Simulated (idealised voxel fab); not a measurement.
process module | voxel self aligned contacts
cross-section cut | 300 nm wide | cells 5 nm
A cross-section is a grid of square cells, given in bands from the top down. A band is one or more rows of cells.
Each band's line starts with the height of the band's top and of its bottom, in nm. Then come its materials from left to right, each with its width in nm. One material with "throughout" fills the band from edge to edge. "air" is empty space.
Height 0 is the level under which the wafer as received is all one material. The lowest band goes on downwards, as in "0 down".
A width such as "30 to 40" changes by the same amount from each row of cells to the next, from the band's top row to its bottom row.
"no change" after a step means that no cell of the cross-section changed.
closed voids: empty space of 8 cells or more with no open way to the top, each as width x height at its distance from the left edge, in nm
after a step's settings: what the simulator itself notes on the step
overlay nm, on a step with a mask: how far to the right of its planned place the mask lay; to the left if negative
plan
1 op RECEIVE | material Si
2 op OXIDIZE | depth nm 5
3 op DIRECTIONAL_DEP | material polySi | thk nm 30
4 op DIRECTIONAL_DEP | material SiN | thk nm 20
5 op DIRECTIONAL_DEP | material aC | thk nm 10
6 op PATTERN | tone cover | mask id GATE | material resist | width nm 30 | pitch nm 65 | thk nm 30 | overlay nm 0
7 op DIRECTIONAL_ETCH | etch materials aC | depth nm 10
8 op STRIP | etch materials resist
9 op DIRECTIONAL_ETCH | etch materials SiN | depth nm 20
10 op DIRECTIONAL_ETCH | etch materials polySi | depth nm 30
11 op STRIP | etch materials aC
12 op CONFORMAL_DEP | material SiN | thk nm 5
13 op DIRECTIONAL_ETCH | etch materials SiN | depth nm 5
14 op FILL_DEP | material SiO2 | thk nm 10
15 op CMP | height nm 55
16 op MASKED_ETCH | tone open | mask id CONTACT | width nm 45 | pitch nm 65 | etch materials SiO2 | depth nm 60 | overlay nm 0
17 op CONFORMAL_DEP | material TiN | thk nm 5
18 op FILL_DEP | material Ru | thk nm 10
19 op CMP | height nm 55
20 op CONFORMAL_DEP | material SiN | thk nm 5
as received, after step 1
  0 down: Si throughout
  closed voids: none
a wafer at the end: this start, this plan, one mistake
  60 to 55: SiN throughout
  55 to 50: SiO2 95 | TiN 15 | Ru 15 | TiN 15 | SiO2 20 | TiN 15 | Ru 15 | TiN 15 | SiO2 95
  50 to 25: SiO2 65 | SiN 5 | polySi 30 | SiN 5 | TiN 5 | Ru 15 | TiN 5 | SiN 5 | polySi 30 | SiN 5 | TiN 5 | Ru 15 | TiN 5 | SiN 5 | polySi 30 | SiN 5 | SiO2 65
  25 to 20: SiO2 65 | SiN 5 | polySi 30 | SiN 5 | TiN 25 | SiN 5 | polySi 30 | SiN 5 | TiN 25 | SiN 5 | polySi 30 | SiN 5 | SiO2 65
  20 to 0: polySi throughout
  0 to -5: SiO2 throughout
  -5 down: Si throughout
  closed voids: none
what went wrong: step 4 ran as: op DIRECTIONAL_DEP | material polySi | thk nm 20
